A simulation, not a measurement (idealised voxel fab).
You're looking at the process module voxel wiring stack.
Shown is cross-section cut, with a width of 295 nm and square cells of size 5 nm.
Cross-section, as written here: a square-cell grid given band by band from the top down, where a band holds one or more rows of cells. In this notation a band is specified by the heights of its top and bottom, in that order and in nm, after which its materials appear from left to right, each paired with its width in nm. The word "full width" attached to a single material means that material fills the band from edge to edge; the word "empty" stands for empty space. It should be noted that heights are counted from 0, beneath which the wafer as supplied is of one material throughout, and that the lowest band possesses no lower boundary but continues downward, as written in "0 nm and below". A two-number width, for instance "30->40", indicates that the width is equal to the first number in the top row of the band and to the second number in the bottom row, and that it changes by a constant amount per row of cells. What does "nothing got changed" mean for a step? It means no cell of the cross-section changed in that step. Under "Voids lacking openings" you'll find the enclosed gaps, the ones with no way out to the top, that are 8 cells or bigger; each reads width x height at distance, with distance counted from the left edge, everything in nm. Heads up: the bit after the settings on a step's line is the simulator's remark on that step. The "overlay nm" setting may appear on a step's line; for a step that uses a mask, it gives how far to the right of its planned position the mask lay, and a negative value indicates the left.

Steps in the process plan
1: RECEIVE, material Si
2: CONFORMAL_DEP, material SiO2, thk nm 10
3: DIRECTIONAL_DEP, material TiN, thk nm 5
4: DIRECTIONAL_DEP, material Ru, thk nm 15
5: PATTERN, tone cover, mask id METAL_1, material resist, width nm 30, pitch nm 60, thk nm 20, overlay nm 0
6: DIRECTIONAL_ETCH, etch materials Ru, depth nm 15
7: DIRECTIONAL_ETCH, etch materials TiN, depth nm 5
8: STRIP, etch materials resist
9: FILL_DEP, material SiO2, thk nm 5
10: CMP, height nm 30
11: CONFORMAL_DEP, material SiCN, thk nm 5
12: DIRECTIONAL_DEP, material SiO2, thk nm 20
13: MASKED_ETCH, tone open, mask id PLUG_1, width nm 15, pitch nm 120, etch materials SiO2, depth nm 20, overlay nm 0
14: MASKED_ETCH, tone open, mask id PLUG_1, width nm 15, pitch nm 120, etch materials SiCN, depth nm 5, overlay nm 0
15: EPI, material Ru, thk nm 10
16: EPI, material Ru, thk nm 10
17: EPI, material Ru, thk nm 5
18: DIRECTIONAL_DEP, material TiN, thk nm 5
19: DIRECTIONAL_DEP, material Ru, thk nm 25
20: MASKED_ETCH, tone cover, mask id METAL_2, width nm 30, pitch nm 60, etch materials Ru, depth nm 25, overlay nm 0
21: MASKED_ETCH, tone cover, mask id METAL_2, width nm 30, pitch nm 60, etch materials TiN, depth nm 5, overlay nm 0
22: CONFORMAL_DEP, material SiCN, thk nm 5
23: FILL_DEP, material SiO2, thk nm 5
24: CMP, height nm 85
25: CONFORMAL_DEP, material SiCN, thk nm 5

Step 1 complete: cross-section of the wafer as received
* 0 nm and below: Si full width
* Voids lacking openings: none

Module complete - cross-section of the first of two wafers, run according to plan
* 90 nm to 85 nm: SiCN full width
* 85 nm to 60 nm: SiO2: 35, SiCN: 5, Ru: 30, SiCN: 5, SiO2: 20, SiCN: 5, Ru: 30, SiCN: 5, SiO2: 20, SiCN: 5, Ru: 30, SiCN: 5, SiO2: 20, SiCN: 5, Ru: 30, SiCN: 5, SiO2: 40
* 60 nm to 55 nm: SiCN: 40, TiN: 30, SiCN: 30, TiN: 30, SiCN: 30, TiN: 30, SiCN: 30, TiN: 30, SiCN: 45
* 55 nm to 35 nm: SiO2: 40, Ru: 15, SiO2: 105, Ru: 15, SiO2: 120
* 35 nm to 30 nm: SiCN: 40, Ru: 15, SiCN: 105, Ru: 15, SiCN: 120
* 30 nm to 15 nm: SiO2: 40, Ru: 30, SiO2: 30, Ru: 30, SiO2: 30, Ru: 30, SiO2: 30, Ru: 30, SiO2: 45
* 15 nm to 10 nm: SiO2: 40, TiN: 30, SiO2: 30, TiN: 30, SiO2: 30, TiN: 30, SiO2: 30, TiN: 30, SiO2: 45
* 10 nm to 0 nm: SiO2 full width
* 0 nm and below: Si full width
* Voids lacking openings: none

Second wafer of the two, sectioned at the end of the module. It began like the first and followed the same plan, but one mistake was made while running it
* 90 nm to 85 nm: SiCN full width
* 85 nm to 60 nm: SiO2: 35, SiCN: 5, Ru: 30, SiCN: 5, SiO2: 20, SiCN: 5, Ru: 30, SiCN: 5, SiO2: 20, SiCN: 5, Ru: 30, SiCN: 5, SiO2: 20, SiCN: 5, Ru: 30, SiCN: 5, SiO2: 40
* 60 nm to 55 nm: SiCN: 40, TiN: 30, SiCN: 30, TiN: 30, SiCN: 30, TiN: 30, SiCN: 30, TiN: 30, SiCN: 45
* 55 nm to 35 nm: SiO2: 40, Ru: 15, SiO2: 105, Ru: 15, SiO2: 120
* 35 nm to 30 nm: SiCN: 40, Ru: 15, SiCN: 105, Ru: 15, SiCN: 120
* 30 nm to 15 nm: SiO2: 50, Ru: 30, SiO2: 30, Ru: 30, SiO2: 30, Ru: 30, SiO2: 30, Ru: 30, SiO2: 35
* 15 nm to 10 nm: SiO2: 50, TiN: 30, SiO2: 30, TiN: 30, SiO2: 30, TiN: 30, SiO2: 30, TiN: 30, SiO2: 35
* 10 nm to 0 nm: SiO2 full width
* 0 nm and below: Si full width
* Voids lacking openings: none
Diagnosis: step 5 went in with a setting other than planned; the actual run was PATTERN, tone cover, mask id METAL_1, material resist, width nm 30, pitch nm 60, thk nm 20, overlay nm 10
Matching per-material cell counts, mismatched positions: that is how the second wafer compares with the first at the end.
